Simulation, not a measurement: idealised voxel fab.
Process module under the name voxel ribs on slabs
300 nm wide, 5 nm square cells: that's cross-section cut.
When this document writes out a cross-section, it uses a grid of square cells and lists it as bands, beginning at the top and moving down, with a band standing for one or more rows of cells. First you get the band's top height and its bottom height, in nm, and then the materials it's made of, left to right, with each width in nm. If you see a single material with "everywhere", that one covers the band edge to edge. "blank" is empty space. Convention: height 0 is the level below which the wafer, as received, is all one material. The lowest band does not terminate at the bottom but continues downward, represented as "z 0 and below". A width such as "30->40" changes by the same amount from each row of cells to the next, from the band's top row to its bottom row. It should be understood that the words "nothing got changed", when stated for a given step, signify that the cross-section underwent no change in any of its cells during that step. Enclosed voids: empty space of 8 cells or more with no open way to the top, each as width x height at its distance from the left edge, in nm. Formally, on a step line, whatever follows the settings is a remark that the simulator itself makes on the step. The line of a step may include "overlay nm". On a step with a mask, this value is how far to the right of its planned place the mask lay. A negative value means the mask lay to the left.
The planned process steps are enumerated hereunder:
| 1 | RECEIVE (material Si) |
| 2 | DIRECTIONAL_DEP (material SiO2; thk nm 25) |
| 3 | DIRECTIONAL_DEP (material polySi; thk nm 20) |
| 4 | PATTERN (tone cover; mask id RIB; material resist; width nm 30; thk nm 15; overlay nm 0) |
| 5 | DIRECTIONAL_ETCH (etch materials polySi; depth nm 15) |
| 6 | STRIP (etch materials resist) |
| 7 | PATTERN (tone cover; mask id SLAB; material resist; width nm 90; thk nm 20; overlay nm 0) |
| 8 | DIRECTIONAL_ETCH (etch materials polySi; depth nm 5) |
| 9 | STRIP (etch materials resist) |
| 10 | FILL_DEP (material SiO2; thk nm 20) |
| 11 | CMP (height nm 60) |
| 12 | DIRECTIONAL_DEP (material W; thk nm 5) |
| 13 | PATTERN (tone cover; mask id HEATER; material resist; width nm 40; thk nm 20; overlay nm 0) |
| 14 | DIRECTIONAL_ETCH (etch materials W; depth nm 5) |
| 15 | STRIP (etch materials resist) |
| 16 | CONFORMAL_DEP (material SiN; thk nm 5) |
Delivered wafer in cross-section: state after step 1:
  z 0 and below = Si everywhere
  Enclosed voids: none
Below is the wafer in cross-section after the module was completed. It began from the starting point shown above and followed the plan shown above, except that one mistake was made while running it:
  z 70 to 65 = blank (125), SiN (50), blank (125)
  z 65 to 60 = SiN (130), W (40), SiN (130)
  z 60 to 50 = SiO2 (135), polySi (30), SiO2 (135)
  z 50 to 45 = SiO2 (105), polySi (90), SiO2 (105)
  z 45 to 25 = polySi everywhere
  z 25 to 0 = SiO2 everywhere
  z 0 and below = Si everywhere
  Enclosed voids: none
The plan and the run diverged here: execution of plan step 3 occurred twice
